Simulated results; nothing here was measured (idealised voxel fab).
Documented hereafter: the process module known as voxel spacer lines.
250 nm wide, 5 nm square cells: that's cross-section cut.
We lay out every cross-section as a grid of square cells and spell it out in bands from the top down, where one band means one or more rows of cells. First you get the band's top height and its bottom height, in nm, and then the materials it's made of, left to right, with each width in nm. If you see a single material with "edge to edge", that one covers the band edge to edge. "blank" is empty space. Heights are measured from 0, the level below which the as-received wafer is all one material; the lowest band has no bottom and continues downward, written as in "0 down". A width given as "30..40" starts at the first number in the band's top row and ends at the second number in its bottom row, shifting by an equal amount at every step from row to row. The designation "nothing different", where it is given for a processing step, indicates that no cell of the cross-section was altered in the course of that step. "Fully sealed voids" specifies each empty space that is not open to the top and that occupies no fewer than 8 cells, using the form width x height at distance, the distance measured from the left edge and all three quantities in nm. Whatever follows a step's settings on its line is a remark the simulator itself makes about that step. On any step carrying a mask, the "overlay nm" setting, if present on the step's line, tells how far right of its planned place the mask lay; negative values point to the left.
The planned process steps are enumerated hereunder
1 RECEIVE [material Si]
2 CONFORMAL_DEP [material Al2O3] [thk nm 10]
3 DIRECTIONAL_DEP [material polySi] [thk nm 15]
4 DIRECTIONAL_DEP [material aC] [thk nm 30]
5 PATTERN [tone cover] [mask id MANDREL] [material resist] [width nm 20] [pitch nm 70] [thk nm 40] [overlay nm 0]
6 DIRECTIONAL_ETCH [etch materials aC] [depth nm 30]
7 STRIP [etch materials resist]
8 CONFORMAL_DEP [material SiN] [thk nm 15]
9 DIRECTIONAL_ETCH [etch materials SiN] [depth nm 15]
10 STRIP [etch materials aC]
11 DIRECTIONAL_ETCH [etch materials polySi] [depth nm 15]
12 STRIP [etch materials SiN]
13 FILL_DEP [material SiO2] [thk nm 5]
14 CMP [height nm 25]
The first of two wafers, run as planned
Shown in cross-section is the wafer as received, that is, as it stands after step 1
- 0 down | Si edge to edge
- Fully sealed voids: none
After step 2, in cross-section
- 10 to 0 | Al2O3 edge to edge
- Note: structure below 0 unchanged.
After step 3, in cross-section
- 25 to 10 | polySi edge to edge
- Note: structure below 10 unchanged.
After step 4, in cross-section
- 55 to 25 | aC edge to edge
- Note: structure below 25 unchanged.
After step 5, in cross-section
- 95 to 55 | blank 80 nm / resist 20 nm / blank 50 nm / resist 20 nm / blank 80 nm
- Note: structure below 55 unchanged.
After step 6, in cross-section
- 65 to 55 | blank 80 nm / resist 20 nm / blank 50 nm / resist 20 nm / blank 80 nm
- 55 to 25 | blank 80 nm / aC 20 nm / blank 50 nm / aC 20 nm / blank 80 nm
- Note: structure below 25 unchanged.
After step 7, in cross-section
- 55 to 25 | blank 80 nm / aC 20 nm / blank 50 nm / aC 20 nm / blank 80 nm
- Note: structure below 25 unchanged.
After step 8, in cross-section
- 70 to 55 | blank 65 nm / SiN 50 nm / blank 20 nm / SiN 50 nm / blank 65 nm
- 55 to 40 | blank 65 nm / SiN 15 nm / aC 20 nm / SiN 15 nm / blank 20 nm / SiN 15 nm / aC 20 nm / SiN 15 nm / blank 65 nm
- 40 to 25 | SiN 80 nm / aC 20 nm / SiN 50 nm / aC 20 nm / SiN 80 nm
- Note: structure below 25 unchanged.
After step 9, in cross-section
- 55 to 25 | blank 65 nm / SiN 15 nm / aC 20 nm / SiN 15 nm / blank 20 nm / SiN 15 nm / aC 20 nm / SiN 15 nm / blank 65 nm
- Note: structure below 25 unchanged.
After step 10, in cross-section
- 55 to 25 | blank 65 nm / SiN 15 nm / blank 20 nm / SiN 15 nm / blank 20 nm / SiN 15 nm / blank 20 nm / SiN 15 nm / blank 65 nm
- Note: structure below 25 unchanged.
After step 11, in cross-section
- 55 to 25 | blank 65 nm / SiN 15 nm / blank 20 nm / SiN 15 nm / blank 20 nm / SiN 15 nm / blank 20 nm / SiN 15 nm / blank 65 nm
- 25 to 10 | blank 65 nm / polySi 15 nm / blank 20 nm / polySi 15 nm / blank 20 nm / polySi 15 nm / blank 20 nm / polySi 15 nm / blank 65 nm
- Note: structure below 10 unchanged.
After step 12, in cross-section
- 25 to 10 | blank 65 nm / polySi 15 nm / blank 20 nm / polySi 15 nm / blank 20 nm / polySi 15 nm / blank 20 nm / polySi 15 nm / blank 65 nm
- Note: structure below 10 unchanged.
After step 13, in cross-section
- 30 to 25 | SiO2 edge to edge
- 25 to 10 | SiO2 65 nm / polySi 15 nm / SiO2 20 nm / polySi 15 nm / SiO2 20 nm / polySi 15 nm / SiO2 20 nm / polySi 15 nm / SiO2 65 nm
- Note: structure below 10 unchanged.
After step 14, in cross-section
- 25 to 10 | SiO2 65 nm / polySi 15 nm / SiO2 20 nm / polySi 15 nm / SiO2 20 nm / polySi 15 nm / SiO2 20 nm / polySi 15 nm / SiO2 65 nm
- Note: structure below 10 unchanged.
The second wafer: identical to the first at the outset and in its planned sequence, differing only in that one mistake was made during processing; up to and including step 1, its path is the first wafer's path
The second wafer in cross-section, at the planned close of step 2
- 10 to 0 | aC edge to edge
- Note: structure below 0 unchanged.
The second wafer in cross-section, at the planned close of step 3
- 25 to 10 | polySi edge to edge
- Note: structure below 10 unchanged.
The second wafer in cross-section, at the planned close of step 4
- 55 to 25 | aC edge to edge
- Note: structure below 25 unchanged.
The second wafer in cross-section, at the planned close of step 5
- 95 to 55 | blank 80 nm / resist 20 nm / blank 50 nm / resist 20 nm / blank 80 nm
- Note: structure below 55 unchanged.
The second wafer in cross-section, at the planned close of step 6
- 65 to 55 | blank 80 nm / resist 20 nm / blank 50 nm / resist 20 nm / blank 80 nm
- 55 to 25 | blank 80 nm / aC 20 nm / blank 50 nm / aC 20 nm / blank 80 nm
- Note: structure below 25 unchanged.
The second wafer in cross-section, at the planned close of step 7
- 55 to 25 | blank 80 nm / aC 20 nm / blank 50 nm / aC 20 nm / blank 80 nm
- Note: structure below 25 unchanged.
The second wafer in cross-section, at the planned close of step 8
- 70 to 55 | blank 65 nm / SiN 50 nm / blank 20 nm / SiN 50 nm / blank 65 nm
- 55 to 40 | blank 65 nm / SiN 15 nm / aC 20 nm / SiN 15 nm / blank 20 nm / SiN 15 nm / aC 20 nm / SiN 15 nm / blank 65 nm
- 40 to 25 | SiN 80 nm / aC 20 nm / SiN 50 nm / aC 20 nm / SiN 80 nm
- Note: structure below 25 unchanged.
The second wafer in cross-section, at the planned close of step 9
- 55 to 25 | blank 65 nm / SiN 15 nm / aC 20 nm / SiN 15 nm / blank 20 nm / SiN 15 nm / aC 20 nm / SiN 15 nm / blank 65 nm
- Note: structure below 25 unchanged.
The second wafer in cross-section, at the planned close of step 10
- 55 to 25 | blank 65 nm / SiN 15 nm / blank 20 nm / SiN 15 nm / blank 20 nm / SiN 15 nm / blank 20 nm / SiN 15 nm / blank 65 nm
- Note: structure below 25 unchanged.
The second wafer in cross-section, at the planned close of step 11
- 55 to 25 | blank 65 nm / SiN 15 nm / blank 20 nm / SiN 15 nm / blank 20 nm / SiN 15 nm / blank 20 nm / SiN 15 nm / blank 65 nm
- 25 to 10 | blank 65 nm / polySi 15 nm / blank 20 nm / polySi 15 nm / blank 20 nm / polySi 15 nm / blank 20 nm / polySi 15 nm / blank 65 nm
- Note: structure below 10 unchanged.
The second wafer in cross-section, at the planned close of step 12
- 25 to 10 | blank 65 nm / polySi 15 nm / blank 20 nm / polySi 15 nm / blank 20 nm / polySi 15 nm / blank 20 nm / polySi 15 nm / blank 65 nm
- Note: structure below 10 unchanged.
The second wafer in cross-section, at the planned close of step 13
- 30 to 25 | SiO2 edge to edge
- 25 to 10 | SiO2 65 nm / polySi 15 nm / SiO2 20 nm / polySi 15 nm / SiO2 20 nm / polySi 15 nm / SiO2 20 nm / polySi 15 nm / SiO2 65 nm
- Note: structure below 10 unchanged.
The second wafer in cross-section, at the planned close of step 14
- 25 to 10 | SiO2 65 nm / polySi 15 nm / SiO2 20 nm / polySi 15 nm / SiO2 20 nm / polySi 15 nm / SiO2 20 nm / polySi 15 nm / SiO2 65 nm
- Note: structure below 10 unchanged.
Deviation from plan: off-plan run, step 2, actual operation and settings CONFORMAL_DEP [material aC] [thk nm 10]
Final tally in cells, some materials are higher or lower on the second wafer than on the first: -100 Al2O3, +100 aC
